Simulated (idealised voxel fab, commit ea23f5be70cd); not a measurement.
process module | voxel transistor to metal
cross-section cut | 140 nm wide | cells 5 nm
A cross-section is a grid of square cells, given in bands from the top down. A band is one or more rows of cells.
Each band's line starts with the height of the band's top and of its bottom, in nm. Then come its materials from left to right, each with its width in nm. One material with "throughout" fills the band from edge to edge. "air" is empty space.
Height 0 is the level under which the wafer as received is all one material. The lowest band goes on downwards, as in "0 down".
A width such as "30 to 40" changes by the same amount from each row of cells to the next, from the band's top row to its bottom row.
"no change" after a step means that no cell of the cross-section changed.
closed voids: empty space of 8 cells or more with no open way to the top, each as width x height at its distance from the left edge, in nm
after a step's settings: what the simulator itself notes on the step
overlay nm, on a step with a mask: how far to the right of its planned place the mask lay; to the left if negative
plan
1 op RECEIVE | material Si
2 op CONFORMAL_DEP | material SiO2 | thk nm 5
3 op CONFORMAL_DEP | material SiN | thk nm 10
4 op MASKED_ETCH | tone cover | mask id ACTIVE | width nm 95 | etch materials SiN | depth nm 10 | overlay nm 0
5 op MASKED_ETCH | tone cover | mask id ACTIVE | width nm 95 | etch materials SiO2 | depth nm 5 | overlay nm 0
6 op MASKED_ETCH | tone cover | mask id ACTIVE | width nm 95 | etch materials Si | depth nm 35 | overlay nm 0
7 op FILL_DEP | material SiO2 | thk nm 10
8 op CMP | height nm 15
9 op SELECTIVE_ETCH | etch materials SiO2 | depth nm 5
10 op STRIP | etch materials SiN
11 op SELECTIVE_ETCH | etch materials SiO2 | depth nm 5
12 op OXIDIZE | depth nm 5
13 op DIRECTIONAL_DEP | material polySi | thk nm 25
14 op DIRECTIONAL_DEP | material SiCN | thk nm 15
15 op DIRECTIONAL_DEP | material aC | thk nm 10
16 op PATTERN | tone cover | mask id GATE | material resist | width nm 15 | thk nm 25 | overlay nm 0
17 op DIRECTIONAL_ETCH | etch materials aC | depth nm 10
18 op STRIP | etch materials resist
19 op DIRECTIONAL_ETCH | etch materials SiCN | depth nm 25
20 op DIRECTIONAL_ETCH | etch materials polySi | depth nm 35
21 op STRIP | etch materials aC
22 op CONFORMAL_DEP | material SiO2 | thk nm 5
23 op DIRECTIONAL_ETCH | etch materials SiO2 | depth nm 5
24 op CONFORMAL_DEP | material SiN | thk nm 5
25 op DIRECTIONAL_ETCH | etch materials SiN | depth nm 5
26 op DIRECTIONAL_ETCH | etch materials SiO2 | depth nm 5
27 op DIRECTIONAL_ETCH | etch materials Si | depth nm 15
28 op EPI | material nSi | thk nm 20
29 op FILL_DEP | material SiO2 | thk nm 5
30 op CMP | height nm 40
31 op DIRECTIONAL_DEP | material SiO2 | thk nm 10
32 op MASKED_ETCH | tone open | mask id CONTACT | width nm 30 | pitch nm 55 | etch materials SiO2 | depth nm 35 | overlay nm 0
33 op CONFORMAL_DEP | material TiN | thk nm 5
34 op FILL_DEP | material W | thk nm 10
35 op CMP | height nm 50
36 op DIRECTIONAL_DEP | material TiN | thk nm 5
37 op DIRECTIONAL_DEP | material Ru | thk nm 20
38 op DIRECTIONAL_DEP | material aC | thk nm 15
39 op PATTERN | tone cover | mask id METAL_1 | material resist | width nm 20 | pitch nm 65 | thk nm 30 | overlay nm 0
40 op DIRECTIONAL_ETCH | etch materials aC | depth nm 15
41 op STRIP | etch materials resist
42 op DIRECTIONAL_ETCH | etch materials Ru | depth nm 20
43 op DIRECTIONAL_ETCH | etch materials TiN | depth nm 5
44 op STRIP | etch materials aC
45 op CONFORMAL_DEP | material SiCN | thk nm 5
46 op FILL_DEP | material SiO2 | thk nm 10
47 op CMP | height nm 75
48 op CONFORMAL_DEP | material SiN | thk nm 5
first wafer, as planned
as received, after step 1
  0 down: Si throughout
  closed voids: none
after step 2
  5 to 0: SiO2 throughout
  below 0: unchanged
after step 3
  15 to 5: SiN throughout
  below 5: unchanged
after step 4
  15 to 5: air 20 | SiN 95 | air 25
  below 5: unchanged
after step 5
  15 to 5: air 20 | SiN 95 | air 25
  5 to 0: air 20 | SiO2 95 | air 25
  below 0: unchanged
after step 6
  15 to 5: air 20 | SiN 95 | air 25
  5 to 0: air 20 | SiO2 95 | air 25
  0 to -35: air 20 | Si 95 | air 25
  below -35: unchanged
after step 7
  25 to 15: SiO2 throughout
  15 to 5: SiO2 20 | SiN 95 | SiO2 25
  5 to 0: SiO2 throughout
  0 to -35: SiO2 20 | Si 95 | SiO2 25
  below -35: unchanged
after step 8
  15 to 5: SiO2 20 | SiN 95 | SiO2 25
  below 5: unchanged
after step 9
  15 to 10: air 20 | SiN 95 | air 25
  below 10: unchanged
after step 10
  10 to 5: SiO2 20 | air 95 | SiO2 25
  below 5: unchanged
after step 11
  5 to 0: SiO2 15 | air 105 | SiO2 20
  below 0: unchanged
after step 12
  5 to 0: SiO2 15 | air 105 | SiO2 20
  0 to -5: SiO2 throughout
  below -5: unchanged
after step 13
  30 to 25: polySi 15 | air 105 | polySi 20
  25 to 5: polySi throughout
  5 to 0: SiO2 15 | polySi 105 | SiO2 20
  below 0: unchanged
after step 14
  45 to 40: SiCN 15 | air 105 | SiCN 20
  40 to 30: SiCN throughout
  30 to 25: polySi 15 | SiCN 105 | polySi 20
  below 25: unchanged
after step 15
  55 to 50: aC 15 | air 105 | aC 20
  50 to 45: aC throughout
  45 to 40: SiCN 15 | aC 105 | SiCN 20
  below 40: unchanged
after step 16
  80 to 55: air 60 | resist 15 | air 65
  55 to 50: aC 15 | air 45 | resist 15 | air 45 | aC 20
  below 50: unchanged
after step 17
  70 to 50: air 60 | resist 15 | air 65
  50 to 45: air 60 | aC 15 | air 65
  45 to 40: SiCN 15 | air 45 | aC 15 | air 45 | SiCN 20
  below 40: unchanged
after step 18
  50 to 45: air 60 | aC 15 | air 65
  below 45: unchanged
after step 19
  50 to 40: air 60 | aC 15 | air 65
  40 to 30: air 60 | SiCN 15 | air 65
  30 to 25: polySi 15 | air 45 | SiCN 15 | air 45 | polySi 20
  below 25: unchanged
after step 20
  50 to 40: air 60 | aC 15 | air 65
  40 to 25: air 60 | SiCN 15 | air 65
  25 to 5: air 60 | polySi 15 | air 65
  5 to 0: SiO2 15 | air 45 | polySi 15 | air 45 | SiO2 20
  below 0: unchanged
after step 21
  40 to 25: air 60 | SiCN 15 | air 65
  below 25: unchanged
after step 22
  45 to 40: air 55 | SiO2 25 | air 60
  40 to 25: air 55 | SiO2 5 | SiCN 15 | SiO2 5 | air 60
  25 to 10: air 55 | SiO2 5 | polySi 15 | SiO2 5 | air 60
  10 to 5: SiO2 20 | air 35 | SiO2 5 | polySi 15 | SiO2 5 | air 35 | SiO2 25
  5 to 0: SiO2 60 | polySi 15 | SiO2 65
  below 0: unchanged
after step 23
  40 to 25: air 55 | SiO2 5 | SiCN 15 | SiO2 5 | air 60
  25 to 5: air 55 | SiO2 5 | polySi 15 | SiO2 5 | air 60
  5 to 0: SiO2 20 | air 35 | SiO2 5 | polySi 15 | SiO2 5 | air 35 | SiO2 25
  below 0: unchanged
after step 24
  45 to 40: air 50 | SiN 35 | air 55
  40 to 25: air 50 | SiN 5 | SiO2 5 | SiCN 15 | SiO2 5 | SiN 5 | air 55
  25 to 10: air 50 | SiN 5 | SiO2 5 | polySi 15 | SiO2 5 | SiN 5 | air 55
  10 to 5: SiN 25 | air 25 | SiN 5 | SiO2 5 | polySi 15 | SiO2 5 | SiN 5 | air 25 | SiN 30
  5 to 0: SiO2 20 | SiN 35 | SiO2 5 | polySi 15 | SiO2 5 | SiN 35 | SiO2 25
  below 0: unchanged
after step 25
  40 to 25: air 50 | SiN 5 | SiO2 5 | SiCN 15 | SiO2 5 | SiN 5 | air 55
  25 to 5: air 50 | SiN 5 | SiO2 5 | polySi 15 | SiO2 5 | SiN 5 | air 55
  5 to 0: SiO2 20 | SiN 5 | air 25 | SiN 5 | SiO2 5 | polySi 15 | SiO2 5 | SiN 5 | air 25 | SiN 5 | SiO2 25
  below 0: unchanged
after step 26
  40 to 35: air 50 | SiN 5 | air 5 | SiCN 15 | air 5 | SiN 5 | air 55
  35 to 25: air 50 | SiN 5 | SiO2 5 | SiCN 15 | SiO2 5 | SiN 5 | air 55
  25 to 5: air 50 | SiN 5 | SiO2 5 | polySi 15 | SiO2 5 | SiN 5 | air 55
  5 to 0: air 20 | SiN 5 | air 25 | SiN 5 | SiO2 5 | polySi 15 | SiO2 5 | SiN 5 | air 25 | SiN 5 | air 25
  0 to -5: SiO2 25 | air 25 | SiO2 35 | air 25 | SiO2 30
  below -5: unchanged
after step 27
  40 to 35: air 50 | SiN 5 | air 5 | SiCN 15 | air 5 | SiN 5 | air 55
  35 to 25: air 50 | SiN 5 | SiO2 5 | SiCN 15 | SiO2 5 | SiN 5 | air 55
  25 to 5: air 50 | SiN 5 | SiO2 5 | polySi 15 | SiO2 5 | SiN 5 | air 55
  5 to 0: air 20 | SiN 5 | air 25 | SiN 5 | SiO2 5 | polySi 15 | SiO2 5 | SiN 5 | air 25 | SiN 5 | air 25
  0 to -5: SiO2 25 | air 25 | SiO2 35 | air 25 | SiO2 30
  -5 to -20: SiO2 20 | Si 5 | air 25 | Si 35 | air 25 | Si 5 | SiO2 25
  below -20: unchanged
after step 28
  40 to 35: air 50 | SiN 5 | air 5 | SiCN 15 | air 5 | SiN 5 | air 55
  35 to 25: air 50 | SiN 5 | SiO2 5 | SiCN 15 | SiO2 5 | SiN 5 | air 55
  25 to 15: air 50 | SiN 5 | SiO2 5 | polySi 15 | SiO2 5 | SiN 5 | air 55
  15 to 5: air 15 | nSi 35 | SiN 5 | SiO2 5 | polySi 15 | SiO2 5 | SiN 5 | nSi 35 | air 20
  5 to 0: air 15 | nSi 5 | SiN 5 | nSi 25 | SiN 5 | SiO2 5 | polySi 15 | SiO2 5 | SiN 5 | nSi 25 | SiN 5 | nSi 5 | air 20
  0 to -5: SiO2 25 | nSi 25 | SiO2 35 | nSi 25 | SiO2 30
  -5 to -20: SiO2 20 | Si 5 | nSi 25 | Si 35 | nSi 25 | Si 5 | SiO2 25
  below -20: unchanged
after step 29
  45 to 40: SiO2 throughout
  40 to 25: SiO2 50 | SiN 5 | SiO2 5 | SiCN 15 | SiO2 5 | SiN 5 | SiO2 55
  25 to 15: SiO2 50 | SiN 5 | SiO2 5 | polySi 15 | SiO2 5 | SiN 5 | SiO2 55
  15 to 5: SiO2 15 | nSi 35 | SiN 5 | SiO2 5 | polySi 15 | SiO2 5 | SiN 5 | nSi 35 | SiO2 20
  5 to 0: SiO2 15 | nSi 5 | SiN 5 | nSi 25 | SiN 5 | SiO2 5 | polySi 15 | SiO2 5 | SiN 5 | nSi 25 | SiN 5 | nSi 5 | SiO2 20
  below 0: unchanged
after step 30
  40 to 25: SiO2 50 | SiN 5 | SiO2 5 | SiCN 15 | SiO2 5 | SiN 5 | SiO2 55
  below 25: unchanged
after step 31
  50 to 40: SiO2 throughout
  below 40: unchanged
after step 32
  50 to 40: SiO2 25 | air 30 | SiO2 25 | air 30 | SiO2 30
  40 to 25: SiO2 25 | air 25 | SiN 5 | SiO2 5 | SiCN 15 | SiO2 5 | SiN 5 | air 25 | SiO2 30
  25 to 15: SiO2 25 | air 25 | SiN 5 | SiO2 5 | polySi 15 | SiO2 5 | SiN 5 | air 25 | SiO2 30
  below 15: unchanged
after step 33
  55 to 50: TiN 30 | air 20 | TiN 35 | air 20 | TiN 35
  50 to 40: SiO2 25 | TiN 5 | air 20 to 15 | TiN 5 to 10 | SiO2 25 | TiN 5 to 10 | air 20 to 15 | TiN 5 | SiO2 30
  40 to 25: SiO2 25 | TiN 5 | air 15 | TiN 5 | SiN 5 | SiO2 5 | SiCN 15 | SiO2 5 | SiN 5 | TiN 5 | air 15 | TiN 5 | SiO2 30
  25 to 20: SiO2 25 | TiN 5 | air 15 | TiN 5 | SiN 5 | SiO2 5 | polySi 15 | SiO2 5 | SiN 5 | TiN 5 | air 15 | TiN 5 | SiO2 30
  20 to 15: SiO2 25 | TiN 25 | SiN 5 | SiO2 5 | polySi 15 | SiO2 5 | SiN 5 | TiN 25 | SiO2 30
  below 15: unchanged
after step 34
  65 to 55: W throughout
  55 to 50: TiN 30 | W 20 | TiN 35 | W 20 | TiN 35
  50 to 40: SiO2 25 | TiN 5 | W 20 to 15 | TiN 5 to 10 | SiO2 25 | TiN 5 to 10 | W 20 to 15 | TiN 5 | SiO2 30
  40 to 25: SiO2 25 | TiN 5 | W 15 | TiN 5 | SiN 5 | SiO2 5 | SiCN 15 | SiO2 5 | SiN 5 | TiN 5 | W 15 | TiN 5 | SiO2 30
  25 to 20: SiO2 25 | TiN 5 | W 15 | TiN 5 | SiN 5 | SiO2 5 | polySi 15 | SiO2 5 | SiN 5 | TiN 5 | W 15 | TiN 5 | SiO2 30
  below 20: unchanged
after step 35
  50 to 40: SiO2 25 | TiN 5 | W 20 to 15 | TiN 5 to 10 | SiO2 25 | TiN 5 to 10 | W 20 to 15 | TiN 5 | SiO2 30
  below 40: unchanged
after step 36
  55 to 50: TiN throughout
  below 50: unchanged
after step 37
  75 to 55: Ru throughout
  below 55: unchanged
after step 38
  90 to 75: aC throughout
  below 75: unchanged
after step 39
  120 to 90: air 25 | resist 20 | air 45 | resist 20 | air 30
  below 90: unchanged
after step 40
  105 to 90: air 25 | resist 20 | air 45 | resist 20 | air 30
  90 to 75: air 25 | aC 20 | air 45 | aC 20 | air 30
  below 75: unchanged
after step 41
  90 to 75: air 25 | aC 20 | air 45 | aC 20 | air 30
  below 75: unchanged
after step 42
  90 to 75: air 25 | aC 20 | air 45 | aC 20 | air 30
  75 to 55: air 25 | Ru 20 | air 45 | Ru 20 | air 30
  below 55: unchanged
after step 43
  90 to 75: air 25 | aC 20 | air 45 | aC 20 | air 30
  75 to 55: air 25 | Ru 20 | air 45 | Ru 20 | air 30
  55 to 50: air 25 | TiN 20 | air 45 | TiN 20 | air 30
  below 50: unchanged
after step 44
  75 to 55: air 25 | Ru 20 | air 45 | Ru 20 | air 30
  below 55: unchanged
after step 45
  80 to 75: air 20 | SiCN 30 | air 35 | SiCN 30 | air 25
  75 to 55: air 20 | SiCN 5 | Ru 20 | SiCN 5 | air 35 | SiCN 5 | Ru 20 | SiCN 5 | air 25
  55 to 50: SiCN 25 | TiN 20 | SiCN 45 | TiN 20 | SiCN 30
  below 50: unchanged
after step 46
  90 to 80: SiO2 throughout
  80 to 75: SiO2 20 | SiCN 30 | SiO2 35 | SiCN 30 | SiO2 25
  75 to 55: SiO2 20 | SiCN 5 | Ru 20 | SiCN 5 | SiO2 35 | SiCN 5 | Ru 20 | SiCN 5 | SiO2 25
  below 55: unchanged
after step 47
  75 to 55: SiO2 20 | SiCN 5 | Ru 20 | SiCN 5 | SiO2 35 | SiCN 5 | Ru 20 | SiCN 5 | SiO2 25
  below 55: unchanged
after step 48
  80 to 75: SiN throughout
  below 75: unchanged
second wafer: like start, like plan, one mistake. Through step 27 it matches the first wafer
when step 28 should have ended
  40 to 35: air 50 | SiN 5 | air 5 | SiCN 15 | air 5 | SiN 5 | air 55
  35 to 25: nSi 50 | SiN 5 | SiO2 5 | SiCN 15 | SiO2 5 | SiN 5 | nSi 55
  25 to 5: nSi 50 | SiN 5 | SiO2 5 | polySi 15 | SiO2 5 | SiN 5 | nSi 55
  5 to 0: nSi 20 | SiN 5 | nSi 25 | SiN 5 | SiO2 5 | polySi 15 | SiO2 5 | SiN 5 | nSi 25 | SiN 5 | nSi 25
  0 to -5: SiO2 25 | nSi 25 | SiO2 35 | nSi 25 | SiO2 30
  -5 to -20: SiO2 20 | Si 5 | nSi 25 | Si 35 | nSi 25 | Si 5 | SiO2 25
  below -20: unchanged
when step 29 should have ended
  45 to 40: SiO2 throughout
  40 to 35: SiO2 50 | SiN 5 | SiO2 5 | SiCN 15 | SiO2 5 | SiN 5 | SiO2 55
  below 35: unchanged
when step 30 should have ended
  40 to 35: SiO2 50 | SiN 5 | SiO2 5 | SiCN 15 | SiO2 5 | SiN 5 | SiO2 55
  below 35: unchanged
when step 31 should have ended
  50 to 40: SiO2 throughout
  below 40: unchanged
when step 32 should have ended
  50 to 40: SiO2 25 | air 30 | SiO2 25 | air 30 | SiO2 30
  40 to 35: SiO2 25 | air 25 | SiN 5 | SiO2 5 | SiCN 15 | SiO2 5 | SiN 5 | air 25 | SiO2 30
  below 35: unchanged
when step 33 should have ended
  55 to 50: TiN 30 | air 20 | TiN 35 | air 20 | TiN 35
  50 to 40: SiO2 25 | TiN 5 | air 20 to 15 | TiN 5 to 10 | SiO2 25 | TiN 5 to 10 | air 20 to 15 | TiN 5 | SiO2 30
  40 to 35: SiO2 25 | TiN 25 | SiN 5 | SiO2 5 | SiCN 15 | SiO2 5 | SiN 5 | TiN 25 | SiO2 30
  below 35: unchanged
when step 34 should have ended
  65 to 55: W throughout
  55 to 50: TiN 30 | W 20 | TiN 35 | W 20 | TiN 35
  50 to 40: SiO2 25 | TiN 5 | W 20 to 15 | TiN 5 to 10 | SiO2 25 | TiN 5 to 10 | W 20 to 15 | TiN 5 | SiO2 30
  below 40: unchanged
when step 35 should have ended
  50 to 40: SiO2 25 | TiN 5 | W 20 to 15 | TiN 5 to 10 | SiO2 25 | TiN 5 to 10 | W 20 to 15 | TiN 5 | SiO2 30
  below 40: unchanged
when step 36 should have ended
  55 to 50: TiN throughout
  below 50: unchanged
when step 37 should have ended
  75 to 55: Ru throughout
  below 55: unchanged
when step 38 should have ended
  90 to 75: aC throughout
  below 75: unchanged
when step 39 should have ended
  120 to 90: air 25 | resist 20 | air 45 | resist 20 | air 30
  below 90: unchanged
when step 40 should have ended
  105 to 90: air 25 | resist 20 | air 45 | resist 20 | air 30
  90 to 75: air 25 | aC 20 | air 45 | aC 20 | air 30
  below 75: unchanged
when step 41 should have ended
  90 to 75: air 25 | aC 20 | air 45 | aC 20 | air 30
  below 75: unchanged
when step 42 should have ended
  90 to 75: air 25 | aC 20 | air 45 | aC 20 | air 30
  75 to 55: air 25 | Ru 20 | air 45 | Ru 20 | air 30
  below 55: unchanged
when step 43 should have ended
  90 to 75: air 25 | aC 20 | air 45 | aC 20 | air 30
  75 to 55: air 25 | Ru 20 | air 45 | Ru 20 | air 30
  55 to 50: air 25 | TiN 20 | air 45 | TiN 20 | air 30
  below 50: unchanged
when step 44 should have ended
  75 to 55: air 25 | Ru 20 | air 45 | Ru 20 | air 30
  below 55: unchanged
when step 45 should have ended
  80 to 75: air 20 | SiCN 30 | air 35 | SiCN 30 | air 25
  75 to 55: air 20 | SiCN 5 | Ru 20 | SiCN 5 | air 35 | SiCN 5 | Ru 20 | SiCN 5 | air 25
  55 to 50: SiCN 25 | TiN 20 | SiCN 45 | TiN 20 | SiCN 30
  below 50: unchanged
when step 46 should have ended
  90 to 80: SiO2 throughout
  80 to 75: SiO2 20 | SiCN 30 | SiO2 35 | SiCN 30 | SiO2 25
  75 to 55: SiO2 20 | SiCN 5 | Ru 20 | SiCN 5 | SiO2 35 | SiCN 5 | Ru 20 | SiCN 5 | SiO2 25
  below 55: unchanged
when step 47 should have ended
  75 to 55: SiO2 20 | SiCN 5 | Ru 20 | SiCN 5 | SiO2 35 | SiCN 5 | Ru 20 | SiCN 5 | SiO2 25
  below 55: unchanged
when step 48 should have ended
  80 to 75: SiN throughout
  below 75: unchanged
what went wrong: step 28 was run twice
at the end the second wafer has, in cells: 65 fewer of SiO2 | 16 fewer of TiN | 24 fewer of W | 105 more of nSi
